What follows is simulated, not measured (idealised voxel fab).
process module | voxel self aligned vias
cross-section cut | 220 nm wide | cells 5 nm
A cross-section is a grid of square cells, given in bands from the top down. A band is one or more rows of cells.
Each band's line starts with the height of the band's top and of its bottom, in nm. Then come its materials from left to right, each with its width in nm. One material with "throughout" fills the band from edge to edge. "air" is empty space.
Height 0 is the level under which the wafer as received is all one material. The lowest band goes on downwards, as in "0 down".
A width such as "30 to 40" changes by the same amount from each row of cells to the next, from the band's top row to its bottom row.
"no change" after a step means that no cell of the cross-section changed.
closed voids: empty space of 8 cells or more with no open way to the top, each as width x height at its distance from the left edge, in nm
after a step's settings: what the simulator itself notes on the step
overlay nm, on a step with a mask: how far to the right of its planned place the mask lay; to the left if negative
plan
1 op RECEIVE | material Si
2 op CONFORMAL_DEP | material SiO2 | thk nm 10
3 op CONFORMAL_DEP | material SiCN | thk nm 5
4 op DIRECTIONAL_DEP | material SiO2 | thk nm 25
5 op MASKED_ETCH | tone open | mask id LINES | width nm 30 | pitch nm 60 | etch materials SiO2 | depth nm 25 | overlay nm 0
6 op CONFORMAL_DEP | material TiN | thk nm 5
7 op FILL_DEP | material W | thk nm 10
8 op CMP | height nm 40
9 op SELECTIVE_ETCH | etch materials W Ru TiN | depth nm 10
10 op FILL_DEP | material SiN | thk nm 5
11 op CMP | height nm 40
12 op DIRECTIONAL_DEP | material SiO2 | thk nm 20
13 op DIRECTIONAL_DEP | material aC | thk nm 15
14 op PATTERN | tone open | mask id VIAS | material resist | width nm 30 | pitch nm 120 | thk nm 30 | overlay nm 0
15 op DIRECTIONAL_ETCH | etch materials aC | depth nm 15
16 op STRIP | etch materials resist
17 op DIRECTIONAL_ETCH | etch materials SiO2 | depth nm 20
18 op DIRECTIONAL_ETCH | etch materials SiN | depth nm 10
19 op STRIP | etch materials aC
20 op CONFORMAL_DEP | material TiN | thk nm 5
21 op FILL_DEP | material Cu | thk nm 5
22 op CMP | height nm 60
23 op CONFORMAL_DEP | material SiN | thk nm 5
varied across the wafers: width nm of step 14. The plan shows the first wafer's value. All wafers start alike
first wafer as received, after step 1
  0 down: Si throughout
  closed voids: none
each wafer at the end: cells of each material gained (+) or lost (-) since it was received, then its closed voids
width nm 30 | +40 Cu | +44 SiCN | +56 SiN | +346 SiO2 | +62 TiN | +24 W | closed voids: none
width nm 35 | +46 Cu | +44 SiCN | +56 SiN | +338 SiO2 | +64 TiN | +24 W | closed voids: none
width nm 40 | +52 Cu | +44 SiCN | +56 SiN | +330 SiO2 | +66 TiN | +24 W | closed voids: none
width nm 45 | +58 Cu | +44 SiCN | +56 SiN | +322 SiO2 | +68 TiN | +24 W | closed voids: none
width nm 50 | +64 Cu | +44 SiCN | +56 SiN | +314 SiO2 | +70 TiN | +24 W | closed voids: none
width nm 55 | +70 Cu | +44 SiCN | +56 SiN | +306 SiO2 | +72 TiN | +24 W | closed voids: none
